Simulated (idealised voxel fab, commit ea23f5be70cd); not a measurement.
The process module presented herein is designated voxel wiring stack.
Pictured: cross-section cut, 250 nm wide, on a grid of 5 nm square cells.
Heads up, the way a cross-section reads in here is a grid of square cells, handed over as bands from the top down, with every band being one or more rows of cells. First you get the band's top height and its bottom height, in nm, and then the materials it's made of, left to right, with each width in nm. If you see a single material with "all across", that one covers the band edge to edge. "air" is empty space. Heights from 0 (as-received wafer is one material below). Bottom band endless downward, as "0 -> down". Per-row width for "30 to 40": begins at first number (top row of band), ends at second number (bottom row), increment between rows held constant. The designation "nothing different", where it is given for a processing step, indicates that no cell of the cross-section was altered in the course of that step. Empty spaces without an open route to the top, at least 8 cells in extent, make up the entry "Entrapped voids"; each is given as width x height at distance, where the distance is measured from the left edge, and all are in nm. On a step's line, text after the settings is the simulator commenting on that step. overlay nm: mask offset rightward from planned place, masked step; negative means leftward offset.

# Process steps - plan
1) RECEIVE: material Si
2) CONFORMAL_DEP: material SiO2, thk nm 10
3) DIRECTIONAL_DEP: material TiN, thk nm 5
4) DIRECTIONAL_DEP: material Ru, thk nm 20
5) DIRECTIONAL_DEP: material aC, thk nm 15
6) PATTERN: tone cover, mask id METAL_1, material resist, width nm 30, pitch nm 55, thk nm 30, overlay nm 0
7) DIRECTIONAL_ETCH: etch materials aC, depth nm 15
8) STRIP: etch materials resist
9) DIRECTIONAL_ETCH: etch materials Ru, depth nm 20
10) DIRECTIONAL_ETCH: etch materials TiN, depth nm 5
11) STRIP: etch materials aC
12) FILL_DEP: material SiO2, thk nm 5
13) CMP: height nm 35
14) CONFORMAL_DEP: material SiCN, thk nm 5
15) DIRECTIONAL_DEP: material SiO2, thk nm 10
16) PATTERN: tone open, mask id PLUG_1, material resist, width nm 15, pitch nm 55, thk nm 15, overlay nm 0
17) DIRECTIONAL_ETCH: etch materials SiO2, depth nm 10
18) DIRECTIONAL_ETCH: etch materials SiCN, depth nm 5
19) STRIP: etch materials resist
20) CONFORMAL_DEP: material TiN, thk nm 5
21) FILL_DEP: material W, thk nm 10
22) CMP: height nm 50
23) DIRECTIONAL_DEP: material TiN, thk nm 5
24) DIRECTIONAL_DEP: material W, thk nm 20
25) PATTERN: tone cover, mask id METAL_2, material resist, width nm 30, pitch nm 55, thk nm 15, overlay nm 0
26) DIRECTIONAL_ETCH: etch materials W, depth nm 20
27) DIRECTIONAL_ETCH: etch materials TiN, depth nm 5
28) STRIP: etch materials resist
29) CONFORMAL_DEP: material SiCN, thk nm 5
30) FILL_DEP: material SiO2, thk nm 10
31) CMP: height nm 75
32) CONFORMAL_DEP: material SiCN, thk nm 5
33) DIRECTIONAL_DEP: material SiO2, thk nm 30
34) DIRECTIONAL_DEP: material aC, thk nm 10
35) PATTERN: tone open, mask id METAL_3, material resist, width nm 30, pitch nm 55, thk nm 25, overlay nm 0
36) DIRECTIONAL_ETCH: etch materials aC, depth nm 10
37) STRIP: etch materials resist
38) DIRECTIONAL_ETCH: etch materials SiO2, depth nm 15
39) STRIP: etch materials aC
40) PATTERN: tone open, mask id METAL_3_HOLES, material resist, width nm 15, pitch nm 55, thk nm 15, overlay nm 0
41) DIRECTIONAL_ETCH: etch materials SiO2, depth nm 15
42) DIRECTIONAL_ETCH: etch materials SiCN, depth nm 5
43) STRIP: etch materials resist
44) CONFORMAL_DEP: material TiN, thk nm 5
45) FILL_DEP: material Cu, thk nm 10
46) CMP: height nm 110
47) CONFORMAL_DEP: material SiCN, thk nm 5

# The cross-section here shows the wafer as received, i.e. in its state after step 1
* 0 -> down  Si all across
* Entrapped voids: none

# Sectioned view, first of two wafers, at the close of the module, processed as intended in the plan
* 115 -> 110  SiCN all across
* 110 -> 100  SiO2=55 | TiN=5 | Cu=20 | TiN=5 | SiO2=25 | TiN=5 | Cu=20 | TiN=5 | SiO2=25 | TiN=5 | Cu=20 | TiN=5 | SiO2=55
* 100 -> 95  SiO2=55 | TiN=5 | Cu=5 | TiN=20 | SiO2=25 | TiN=5 | Cu=5 | TiN=20 | SiO2=25 | TiN=5 | Cu=5 | TiN=20 | SiO2=55
* 95 -> 80  SiO2=55 | TiN=5 | Cu=5 | TiN=5 | SiO2=40 | TiN=5 | Cu=5 | TiN=5 | SiO2=40 | TiN=5 | Cu=5 | TiN=5 | SiO2=70
* 80 -> 75  SiCN=55 | TiN=15 | SiCN=40 | TiN=15 | SiCN=40 | TiN=15 | SiCN=70
* 75 -> 55  SiO2=50 | SiCN=5 | W=30 | SiCN=5 | SiO2=15 | SiCN=5 | W=30 | SiCN=5 | SiO2=15 | SiCN=5 | W=30 | SiCN=5 | SiO2=50
* 55 -> 50  SiCN=55 | TiN=30 | SiCN=25 | TiN=30 | SiCN=25 | TiN=30 | SiCN=55
* 50 -> 40  SiO2=55 | TiN=5 | W=5 | TiN=5 | SiO2=40 | TiN=5 | W=5 | TiN=5 | SiO2=40 | TiN=5 | W=5 | TiN=5 | SiO2=70
* 40 -> 35  SiCN=55 | TiN=15 | SiCN=40 | TiN=15 | SiCN=40 | TiN=15 | SiCN=70
* 35 -> 15  SiO2=55 | Ru=30 | SiO2=25 | Ru=30 | SiO2=25 | Ru=30 | SiO2=55
* 15 -> 10  SiO2=55 | TiN=30 | SiO2=25 | TiN=30 | SiO2=25 | TiN=30 | SiO2=55
* 10 -> 0  SiO2 all across
* 0 -> down  Si all across
* Entrapped voids: none

# second wafer at the end: like start, like plan, one mistake
* 115 -> 110  SiCN all across
* 110 -> 100  SiO2=55 | TiN=5 | Cu=20 | TiN=5 | SiO2=25 | TiN=5 | Cu=20 | TiN=5 | SiO2=25 | TiN=5 | Cu=20 | TiN=5 | SiO2=55
* 100 -> 95  SiO2=55 | TiN=5 | Cu=5 | TiN=20 | SiO2=25 | TiN=5 | Cu=5 | TiN=20 | SiO2=25 | TiN=5 | Cu=5 | TiN=20 | SiO2=55
* 95 -> 80  SiO2=55 | TiN=5 | Cu=5 | TiN=5 | SiO2=40 | TiN=5 | Cu=5 | TiN=5 | SiO2=40 | TiN=5 | Cu=5 | TiN=5 | SiO2=70
* 80 -> 75  SiCN=55 | TiN=15 | SiCN=40 | TiN=15 | SiCN=40 | TiN=15 | SiCN=70
* 75 -> 55  W=55 | SiCN=5 | SiO2=20 | SiCN=5 | W=25 | SiCN=5 | SiO2=20 | SiCN=5 | W=25 | SiCN=5 | SiO2=20 | SiCN=5 | W=55
* 55 -> 50  TiN=55 | SiCN=30 | TiN=25 | SiCN=30 | TiN=25 | SiCN=30 | TiN=55
* 50 -> 40  SiO2=55 | TiN=5 | W=5 | TiN=5 | SiO2=40 | TiN=5 | W=5 | TiN=5 | SiO2=40 | TiN=5 | W=5 | TiN=5 | SiO2=70
* 40 -> 35  SiCN=55 | TiN=15 | SiCN=40 | TiN=15 | SiCN=40 | TiN=15 | SiCN=70
* 35 -> 15  SiO2=55 | Ru=30 | SiO2=25 | Ru=30 | SiO2=25 | Ru=30 | SiO2=55
* 15 -> 10  SiO2=55 | TiN=30 | SiO2=25 | TiN=30 | SiO2=25 | TiN=30 | SiO2=55
* 10 -> 0  SiO2 all across
* 0 -> down  Si all across
* Entrapped voids: none
Deviation from plan: step 25 was run on a setting that differed from the plan, and what really ran there is PATTERN: tone open, mask id METAL_2, material resist, width nm 30, pitch nm 55, thk nm 15, overlay nm 0
End of process, cell counts, second wafer against first, materials with more or fewer: SiCN: 14 fewer | SiO2: 56 fewer | TiN: 14 more | W: 56 more
